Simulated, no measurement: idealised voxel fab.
Process module, titled voxel wiring stack
The figure presents cross-section cut, which has a width of 255 nm and is divided into square cells with an edge length of 5 nm.
In what follows, cross-sections appear as grids of square cells, described through bands that run from the top down, where every band is one or more rows of cells.
The band entry comprises the height of the band's top followed by the height of its bottom, expressed in nm, and subsequently the band's materials from left to right, each stated together with its width in nm. Where a single material is marked with the word "throughout", that material fills the band from edge to edge. The word "blank" represents empty space.
Height is counted from the level 0, under which the received wafer is composed throughout of one material. The lowest of the bands is not closed at the bottom but continues downward, in the notation "0 down".
The two numbers in a width such as "30->40" mark its ends across the band: the first belongs to the top row of cells, the second to the bottom row, and from each row to the next the width moves by the same amount.
A step reported as "nothing got changed" is a step in which no cell of the cross-section changed.
Empty spaces without an open route to the top, at least 8 cells in extent, make up the entry "Closed void roster"; each is given as width x height at distance, where the distance is measured from the left edge, and all are in nm.
Note: text after step settings on the step line = simulator remark on that step.
The optional step-line setting "overlay nm" applies to steps with a mask and quantifies how far to the right of its planned location the mask lay, a negative value indicating leftward placement.
# The steps planned for the process are as follows
1 op RECEIVE | material Si
2 op CONFORMAL_DEP | material SiO2 | thk nm 15
3 op CONFORMAL_DEP | material SiCN | thk nm 5
4 op DIRECTIONAL_DEP | material lowk | thk nm 15
5 op DIRECTIONAL_DEP | material aC | thk nm 15
6 op PATTERN | tone open | mask id METAL_1 | material resist | width nm 25 | pitch nm 50 | thk nm 30 | overlay nm 0
7 op DIRECTIONAL_ETCH | etch materials aC | depth nm 15
8 op STRIP | etch materials resist
9 op DIRECTIONAL_ETCH | etch materials lowk | depth nm 15
10 op DIRECTIONAL_ETCH | etch materials SiCN | depth nm 5
11 op STRIP | etch materials aC
12 op CONFORMAL_DEP | material TiN | thk nm 5
13 op FILL_DEP | material Cu | thk nm 5
14 op CMP | height nm 35
15 op CONFORMAL_DEP | material SiCN | thk nm 5
16 op DIRECTIONAL_DEP | material lowk | thk nm 15
17 op DIRECTIONAL_DEP | material aC | thk nm 15
18 op PATTERN | tone open | mask id PLUG_1 | material resist | width nm 15 | pitch nm 50 | thk nm 35 | overlay nm -15
19 op DIRECTIONAL_ETCH | etch materials aC | depth nm 15
20 op STRIP | etch materials resist
21 op DIRECTIONAL_ETCH | etch materials lowk | depth nm 15
22 op DIRECTIONAL_ETCH | etch materials SiCN | depth nm 5
23 op STRIP | etch materials aC
24 op EPI | material Ru | thk nm 10
25 op EPI | material Ru | thk nm 10
26 op CONFORMAL_DEP | material SiN | thk nm 5
27 op DIRECTIONAL_DEP | material lowk | thk nm 15
28 op MASKED_ETCH | tone open | mask id METAL_2 | width nm 25 | pitch nm 50 | etch materials lowk | depth nm 15 | overlay nm 0
29 op MASKED_ETCH | tone open | mask id METAL_2 | width nm 25 | pitch nm 50 | etch materials SiN | depth nm 5 | overlay nm 0
30 op CONFORMAL_DEP | material TiN | thk nm 5
31 op FILL_DEP | material W | thk nm 5
32 op CMP | height nm 75
33 op CONFORMAL_DEP | material SiCN | thk nm 5
34 op DIRECTIONAL_DEP | material SiO2 | thk nm 15
35 op PATTERN | tone open | mask id PLUG_2 | material resist | width nm 15 | pitch nm 50 | thk nm 15 | overlay nm 0
36 op DIRECTIONAL_ETCH | etch materials SiO2 | depth nm 15
37 op DIRECTIONAL_ETCH | etch materials SiCN | depth nm 5
38 op STRIP | etch materials resist
39 op EPI | material Ru | thk nm 10
40 op EPI | material Ru | thk nm 10
41 op DIRECTIONAL_DEP | material TiN | thk nm 5
42 op DIRECTIONAL_DEP | material W | thk nm 15
43 op DIRECTIONAL_DEP | material aC | thk nm 10
44 op PATTERN | tone cover | mask id METAL_3 | material resist | width nm 25 | pitch nm 50 | thk nm 25 | overlay nm 0
45 op DIRECTIONAL_ETCH | etch materials aC | depth nm 10
46 op STRIP | etch materials resist
47 op DIRECTIONAL_ETCH | etch materials W | depth nm 15
48 op DIRECTIONAL_ETCH | etch materials TiN | depth nm 5
49 op STRIP | etch materials aC
50 op CONFORMAL_DEP | material SiCN | thk nm 5
51 op FILL_DEP | material SiO2 | thk nm 10
52 op CMP | height nm 115
53 op CONFORMAL_DEP | material SiCN | thk nm 5
It is noted that the wafers described herein are identical at the outset and are distinguished by the overlay nm of step 18; the value stated in the plan corresponds to the first wafer.
# Cross-sectional view of the first of several wafers in the as-received condition, corresponding to the state following step 1
    0 down | Si throughout
    Closed void roster: none
# Tabulated below, wafer by wafer, are the end-of-module results: for each material, the number of cells gained (+) or lost (-) relative to the as-received state, followed by the closed voids
overlay nm -15, +18 Cu, +24 Ru, +235 SiCN, +57 SiN, +399 SiO2, +62 TiN, +48 W, +381 lowk, Closed void roster: none
overlay nm -10, +18 Cu, +48 Ru, +235 SiCN, +41 SiN, +399 SiO2, +54 TiN, +48 W, +381 lowk, Closed void roster: none
overlay nm -5, +18 Cu, +48 Ru, +235 SiCN, +41 SiN, +399 SiO2, +54 TiN, +48 W, +381 lowk, Closed void roster: none
overlay nm 0, +18 Cu, +48 Ru, +235 SiCN, +41 SiN, +399 SiO2, +54 TiN, +48 W, +381 lowk, Closed void roster: none
overlay nm 5, +18 Cu, +48 Ru, +235 SiCN, +41 SiN, +399 SiO2, +54 TiN, +48 W, +381 lowk, Closed void roster: none
overlay nm 10, +18 Cu, +48 Ru, +235 SiCN, +41 SiN, +399 SiO2, +54 TiN, +48 W, +381 lowk, Closed void roster: none
overlay nm 15, +18 Cu, +48 Ru, +235 SiCN, +41 SiN, +399 SiO2, +54 TiN, +48 W, +381 lowk, Closed void roster: none
